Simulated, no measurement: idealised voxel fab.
process module | voxel plated lines
Cross-section cut: width 245 nm, square cells of 5 nm.
Throughout this document, each cross-section is represented as a grid of square cells and is presented as a sequence of bands enumerated from the top downward, where a band comprises one or more rows of cells.
First you get the band's top height and its bottom height, in nm, and then the materials it's made of, left to right, with each width in nm. If you see a single material with "all across", that one covers the band edge to edge. "air" is empty space.
We count height from 0. Below that, the starting wafer is all one material. The lowest band never ends at the bottom but goes on down; see "from 0 down" for how that is written.
Width "30..40": first value at the band's top row of cells, second value at its bottom row, equal change from row to row.
The cross-section has no changed cell in any step marked "nothing different".
Reported under the label "Entrapped void list" are the empty spaces having no open way to the top and comprising 8 cells or more; the notation for each is width x height at distance, in which the distance is measured from the left edge and all three values are in nm.
Anything after a step's settings on that line? It's the simulator's own note about the step.
"overlay nm" denotes, for a step that has a mask, the displacement of the mask to the right of its planned place, with negative values corresponding to the left.

-- Listed below are the process steps as planned
1,RECEIVE with material Si
2,CONFORMAL_DEP with material SiN, thk nm 15
3,DIRECTIONAL_DEP with material TiN, thk nm 5
4,PATTERN with tone open, mask id LINES, material resist, width nm 15, pitch nm 35, thk nm 40, overlay nm 0
5,EPI with material Ru, thk nm 5
6,EPI with material Ru, thk nm 5
7,EPI with material Ru, thk nm 5
8,STRIP with etch materials resist
9,DIRECTIONAL_ETCH with etch materials TiN, depth nm 5
10,CONFORMAL_DEP with material SiN, thk nm 10

-- Here's what the wafer looked like in cross-section when it arrived - that's after step 1
* from 0 down | Si all across
* Entrapped void list: none

-- Run as planned - first of the two wafers cross-sectioned at the end of the module
* from 45 to 35 | air 70 nm | SiN 105 nm | air 70 nm
* from 35 to 25 | air 70 nm | SiN 10 nm | Ru 15 nm | SiN 20 nm | Ru 15 nm | SiN 20 nm | Ru 15 nm | SiN 10 nm | air 70 nm
* from 25 to 20 | SiN 80 nm | Ru 15 nm | SiN 20 nm | Ru 15 nm | SiN 20 nm | Ru 15 nm | SiN 80 nm
* from 20 to 15 | SiN 80 nm | TiN 15 nm | SiN 20 nm | TiN 15 nm | SiN 20 nm | TiN 15 nm | SiN 80 nm
* from 15 to 0 | SiN all across
* from 0 down | Si all across
* Entrapped void list: none

-- This cross-section belongs to the second wafer of two at the end of the module; the start and the plan were shared with the first, and the run included one mistake
* from 45 to 35 | air 70 nm | SiN 105 nm | air 70 nm
* from 35 to 25 | SiN 80 nm | Ru 15 nm | SiN 20 nm | Ru 15 nm | SiN 20 nm | Ru 15 nm | SiN 80 nm
* from 25 to 20 | Ru all across
* from 20 to 15 | TiN all across
* from 15 to 0 | SiN all across
* from 0 down | Si all across
* Entrapped void list: none
Deviation noted in wafer processing: the executed order of steps 4 and 5 is the reverse of that specified in the plan, each step having taken the other's position
Final tally in cells, some materials are higher or lower on the second wafer than on the first: Ru: 40 more | SiN: 24 fewer | TiN: 40 more
